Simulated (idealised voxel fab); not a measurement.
Process module in this document: voxel wiring stack
The figure presents cross-section cut, which has a width of 300 nm and is divided into square cells with an edge length of 5 nm.
A cross-section in this document is a grid of square cells, and it is written down as bands, the top band listed before the ones below it; a band is made up of one or more rows of cells. Band entry format. Leading values: height of top, height of bottom, nm. Remainder: materials in left-to-right order, each with its width in nm. Special words: "edge to edge" on a single material, which then fills the band edge to edge; "blank", empty space. Heights are measured from 0, the level below which the as-received wafer is all one material; the lowest band has no bottom and continues downward, written as in "0 down". The expression "30..40" gives the width at the extremes of the band, the first number at its top row of cells and the second at its bottom row, with the width changing by equal amounts from each row to the next in between. "remained unchanged" (step): cross-section cells unchanged, all of them. The list in "Enclosed cavities" covers empty spaces of 8 cells or more that cannot reach the top through any open way, and it gives each as width x height at distance; the distance is from the left edge, and width, height and distance are in nm. Where a step's line continues beyond its settings, the continuation is a remark by the simulator itself on that step. The setting "overlay nm" may be written on the line of a step. When the step uses a mask, the value reports how far to the right of the planned place the mask lay, and a negative value reports that it lay to the left.

# Process steps - plan
1 RECEIVE [material Si]
2 CONFORMAL_DEP [material SiO2] [thk nm 15]
3 DIRECTIONAL_DEP [material TiN] [thk nm 5]
4 DIRECTIONAL_DEP [material Ru] [thk nm 25]
5 PATTERN [tone cover] [mask id METAL_1] [material resist] [width nm 20] [pitch nm 35] [thk nm 20] [overlay nm 0]
6 DIRECTIONAL_ETCH [etch materials Ru] [depth nm 25]
7 DIRECTIONAL_ETCH [etch materials TiN] [depth nm 5]
8 STRIP [etch materials resist]
9 FILL_DEP [material SiO2] [thk nm 5]
10 CMP [height nm 45]
11 CONFORMAL_DEP [material SiCN] [thk nm 5]
12 DIRECTIONAL_DEP [material SiO2] [thk nm 30]
13 PATTERN [tone open] [mask id METAL_2_HOLES] [material resist] [width nm 15] [pitch nm 35] [thk nm 20] [overlay nm 0]
14 DIRECTIONAL_ETCH [etch materials SiO2] [depth nm 30]
15 STRIP [etch materials resist]
16 PATTERN [tone open] [mask id METAL_2] [material resist] [width nm 20] [pitch nm 35] [thk nm 20] [overlay nm 0]
17 DIRECTIONAL_ETCH [etch materials SiO2] [depth nm 15]
18 DIRECTIONAL_ETCH [etch materials SiCN] [depth nm 5]
19 STRIP [etch materials resist]
20 CONFORMAL_DEP [material TiN] [thk nm 5]
21 FILL_DEP [material Cu] [thk nm 10]
22 CMP [height nm 80]
23 CONFORMAL_DEP [material SiCN] [thk nm 5]
24 DIRECTIONAL_DEP [material SiO2] [thk nm 10]
25 MASKED_ETCH [tone open] [mask id PLUG_2] [width nm 15] [pitch nm 35] [etch materials SiO2] [depth nm 10] [overlay nm 0]
26 MASKED_ETCH [tone open] [mask id PLUG_2] [width nm 15] [pitch nm 35] [etch materials SiCN] [depth nm 5] [overlay nm 0]
27 EPI [material Ru] [thk nm 10]
28 EPI [material Ru] [thk nm 5]
29 DIRECTIONAL_DEP [material TiN] [thk nm 5]
30 DIRECTIONAL_DEP [material Ru] [thk nm 20]
31 MASKED_ETCH [tone cover] [mask id METAL_3] [width nm 20] [pitch nm 35] [etch materials Ru] [depth nm 20] [overlay nm 0]
32 MASKED_ETCH [tone cover] [mask id METAL_3] [width nm 20] [pitch nm 35] [etch materials TiN] [depth nm 5] [overlay nm 0]
33 FILL_DEP [material SiO2] [thk nm 10]
34 CMP [height nm 120]
35 CONFORMAL_DEP [material SiCN] [thk nm 5]
36 DIRECTIONAL_DEP [material SiO2] [thk nm 20]
37 DIRECTIONAL_DEP [material aC] [thk nm 10]
38 PATTERN [tone open] [mask id PLUG_3] [material resist] [width nm 15] [pitch nm 35] [thk nm 25] [overlay nm 0]
39 DIRECTIONAL_ETCH [etch materials aC] [depth nm 10]
40 STRIP [etch materials resist]
41 DIRECTIONAL_ETCH [etch materials SiO2] [depth nm 20]
42 DIRECTIONAL_ETCH [etch materials SiCN] [depth nm 5]
43 STRIP [etch materials aC]
44 CONFORMAL_DEP [material TiN] [thk nm 5]
45 FILL_DEP [material Cu] [thk nm 10]
46 CMP [height nm 145]
47 DIRECTIONAL_DEP [material TiN] [thk nm 5]
48 DIRECTIONAL_DEP [material W] [thk nm 25]
49 MASKED_ETCH [tone cover] [mask id METAL_4] [width nm 20] [pitch nm 35] [etch materials W] [depth nm 25] [overlay nm 0]
50 MASKED_ETCH [tone cover] [mask id METAL_4] [width nm 20] [pitch nm 35] [etch materials TiN] [depth nm 5] [overlay nm 0]
51 CONFORMAL_DEP [material SiN] [thk nm 5]
52 FILL_DEP [material lowk] [thk nm 5]
53 CMP [height nm 175]
54 CONFORMAL_DEP [material SiN] [thk nm 5]

# Step 1 complete: cross-section of the wafer as received
* 0 down = Si edge to edge
* Enclosed cavities: none

# Looking at the first of two wafers in cross-section at end of module - ran to plan
* 180 to 175 = SiN edge to edge
* 175 to 150 = lowk 80, then SiN 5, then W 20, then SiN 5, then lowk 5, then SiN 5, then W 20, then SiN 5, then lowk 5, then SiN 5, then W 20, then SiN 5, then lowk 5, then SiN 5, then W 20, then SiN 5, then lowk 85
* 150 to 145 = SiN 85, then TiN 20, then SiN 15, then TiN 20, then SiN 15, then TiN 20, then SiN 15, then TiN 20, then SiN 90
* 145 to 125 = SiO2 85, then TiN 5, then Cu 5, then TiN 5, then SiO2 20, then TiN 5, then Cu 5, then TiN 5, then SiO2 20, then TiN 5, then Cu 5, then TiN 5, then SiO2 20, then TiN 5, then Cu 5, then TiN 5, then SiO2 95
* 125 to 120 = SiCN 85, then TiN 15, then SiCN 20, then TiN 15, then SiCN 20, then TiN 15, then SiCN 20, then TiN 15, then SiCN 95
* 120 to 100 = SiO2 85, then Ru 20, then SiO2 15, then Ru 20, then SiO2 15, then Ru 20, then SiO2 15, then Ru 20, then SiO2 90
* 100 to 95 = SiO2 85, then TiN 20, then SiO2 15, then TiN 20, then SiO2 15, then TiN 20, then SiO2 15, then TiN 20, then SiO2 90
* 95 to 85 = SiO2 85, then Ru 15, then SiO2 20, then Ru 15, then SiO2 20, then Ru 15, then SiO2 20, then Ru 15, then SiO2 95
* 85 to 80 = SiCN 85, then Ru 15, then SiCN 20, then Ru 15, then SiCN 20, then Ru 15, then SiCN 20, then Ru 15, then SiCN 95
* 80 to 70 = SiO2 85, then TiN 5, then Cu 10, then TiN 5, then SiO2 15, then TiN 5, then Cu 10, then TiN 5, then SiO2 15, then TiN 5, then Cu 10, then TiN 5, then SiO2 15, then TiN 5, then Cu 10, then TiN 5, then SiO2 90
* 70 to 65 = SiO2 85, then TiN 5, then Cu 5, then TiN 10, then SiO2 15, then TiN 5, then Cu 5, then TiN 10, then SiO2 15, then TiN 5, then Cu 5, then TiN 10, then SiO2 15, then TiN 5, then Cu 5, then TiN 10, then SiO2 90
* 65 to 50 = SiO2 85, then TiN 5, then Cu 5, then TiN 5, then SiO2 20, then TiN 5, then Cu 5, then TiN 5, then SiO2 20, then TiN 5, then Cu 5, then TiN 5, then SiO2 20, then TiN 5, then Cu 5, then TiN 5, then SiO2 95
* 50 to 45 = SiCN 85, then TiN 15, then SiCN 20, then TiN 15, then SiCN 20, then TiN 15, then SiCN 20, then TiN 15, then SiCN 95
* 45 to 20 = SiO2 85, then Ru 20, then SiO2 15, then Ru 20, then SiO2 15, then Ru 20, then SiO2 15, then Ru 20, then SiO2 90
* 20 to 15 = SiO2 85, then TiN 20, then SiO2 15, then TiN 20, then SiO2 15, then TiN 20, then SiO2 15, then TiN 20, then SiO2 90
* 15 to 0 = SiO2 edge to edge
* 0 down = Si edge to edge
* Enclosed cavities: none

# second wafer at the end: like start, like plan, one mistake
* 180 to 175 = SiN edge to edge
* 175 to 150 = lowk 80, then SiN 5, then W 20, then SiN 5, then lowk 5, then SiN 5, then W 20, then SiN 5, then lowk 5, then SiN 5, then W 20, then SiN 5, then lowk 5, then SiN 5, then W 20, then SiN 5, then lowk 85
* 150 to 145 = SiN 85, then TiN 20, then SiN 15, then TiN 20, then SiN 15, then TiN 20, then SiN 15, then TiN 20, then SiN 90
* 145 to 125 = SiO2 85, then TiN 5, then Cu 10, then TiN 5, then SiO2 15, then TiN 5, then Cu 10, then TiN 5, then SiO2 15, then TiN 5, then Cu 10, then TiN 5, then SiO2 15, then TiN 5, then Cu 10, then TiN 5, then SiO2 90
* 125 to 120 = SiCN 85, then TiN 20, then SiCN 15, then TiN 20, then SiCN 15, then TiN 20, then SiCN 15, then TiN 20, then SiCN 90
* 120 to 100 = SiO2 85, then Ru 20, then SiO2 15, then Ru 20, then SiO2 15, then Ru 20, then SiO2 15, then Ru 20, then SiO2 90
* 100 to 95 = SiO2 85, then TiN 20, then SiO2 15, then TiN 20, then SiO2 15, then TiN 20, then SiO2 15, then TiN 20, then SiO2 90
* 95 to 85 = SiO2 85, then Ru 15, then SiO2 20, then Ru 15, then SiO2 20, then Ru 15, then SiO2 20, then Ru 15, then SiO2 95
* 85 to 80 = SiCN 85, then Ru 15, then SiCN 20, then Ru 15, then SiCN 20, then Ru 15, then SiCN 20, then Ru 15, then SiCN 95
* 80 to 70 = SiO2 85, then TiN 5, then Cu 10, then TiN 5, then SiO2 15, then TiN 5, then Cu 10, then TiN 5, then SiO2 15, then TiN 5, then Cu 10, then TiN 5, then SiO2 15, then TiN 5, then Cu 10, then TiN 5, then SiO2 90
* 70 to 65 = SiO2 85, then TiN 5, then Cu 5, then TiN 10, then SiO2 15, then TiN 5, then Cu 5, then TiN 10, then SiO2 15, then TiN 5, then Cu 5, then TiN 10, then SiO2 15, then TiN 5, then Cu 5, then TiN 10, then SiO2 90
* 65 to 50 = SiO2 85, then TiN 5, then Cu 5, then TiN 5, then SiO2 20, then TiN 5, then Cu 5, then TiN 5, then SiO2 20, then TiN 5, then Cu 5, then TiN 5, then SiO2 20, then TiN 5, then Cu 5, then TiN 5, then SiO2 95
* 50 to 45 = SiCN 85, then TiN 15, then SiCN 20, then TiN 15, then SiCN 20, then TiN 15, then SiCN 20, then TiN 15, then SiCN 95
* 45 to 20 = SiO2 85, then Ru 20, then SiO2 15, then Ru 20, then SiO2 15, then Ru 20, then SiO2 15, then Ru 20, then SiO2 90
* 20 to 15 = SiO2 85, then TiN 20, then SiO2 15, then TiN 20, then SiO2 15, then TiN 20, then SiO2 15, then TiN 20, then SiO2 90
* 15 to 0 = SiO2 edge to edge
* 0 down = Si edge to edge
* Enclosed cavities: none
Misprocessing identified: step 38 ran as: PATTERN [tone open] [mask id PLUG_3] [material resist] [width nm 20] [pitch nm 35] [thk nm 25] [overlay nm 0]
Final difference in cells, second wafer against first, listed per material as more or fewer: 16 more of Cu, 4 fewer of SiCN, 16 fewer of SiO2, 4 more of TiN
